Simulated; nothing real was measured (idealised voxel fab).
A process module follows: voxel local oxidation.
Pictured: cross-section cut, 175 nm wide, on a grid of 5 nm square cells.
Cross-section = grid of square cells, listed top down in bands; band = one or more rows.
The band entry comprises the height of the band's top followed by the height of its bottom, expressed in nm, and subsequently the band's materials from left to right, each stated together with its width in nm. Where a single material is marked with the word "all across", that material fills the band from edge to edge. The word "blank" represents empty space.
Basically, 0 is our baseline, since under it the wafer straight out of the box is all one material. The bottom band has no lower end and keeps on going down, so it looks like "from 0 down".
Width spec "30->40" -> top row of cells at first value, bottom row at second value, equal per-row change in between.
No cell of the cross-section changed in a step that is given as "nothing altered".
The label "Closed void listing" introduces a list of the empty spaces, 8 cells or larger, that have no open way up to the top; each entry in it reads width x height at distance, where the distance is taken from the left edge and all three are stated in nm.
Heads up: the bit after the settings on a step's line is the simulator's remark on that step.
overlay nm: right-of-plan distance of the mask on a masked step; negative values mean left-of-plan.

**Planned process steps**
1. RECEIVE (material Si)
2. OXIDIZE (depth nm 5)
3. CONFORMAL_DEP (material SiN; thk nm 15)
4. PATTERN (tone cover; mask id ACTIVE; material resist; width nm 105; thk nm 15; overlay nm 0)
5. DIRECTIONAL_ETCH (etch materials SiN; depth nm 15)
6. STRIP (etch materials resist)
7. SELECTIVE_ETCH (etch materials SiO2; depth nm 5)
8. OXIDIZE (depth nm 5)
9. STRIP (etch materials SiN)
All wafers enter the flow in the same state. The depth nm at step 8 differs from wafer to wafer, and the plan gives the value for the first wafer.

**Cross-section of the first of several wafers on receipt, reflecting completion of step 1**
- from 0 down = Si all across
- Closed void listing: none

**Here is how to read the rows: every wafer has a row, and it shows the wafer at the end of the module, giving for each material how many cells were gained (+) or lost (-) since the wafer was received, then listing its closed voids**
depth nm 5, -53 Si, +37 SiO2, Closed void listing: none
depth nm 10, -75 Si, +59 SiO2, Closed void listing: none
depth nm 15, -101 Si, +85 SiO2, Closed void listing: none
depth nm 20, -131 Si, +115 SiO2, Closed void listing: none
depth nm 25, -165 Si, +149 SiO2, Closed void listing: none
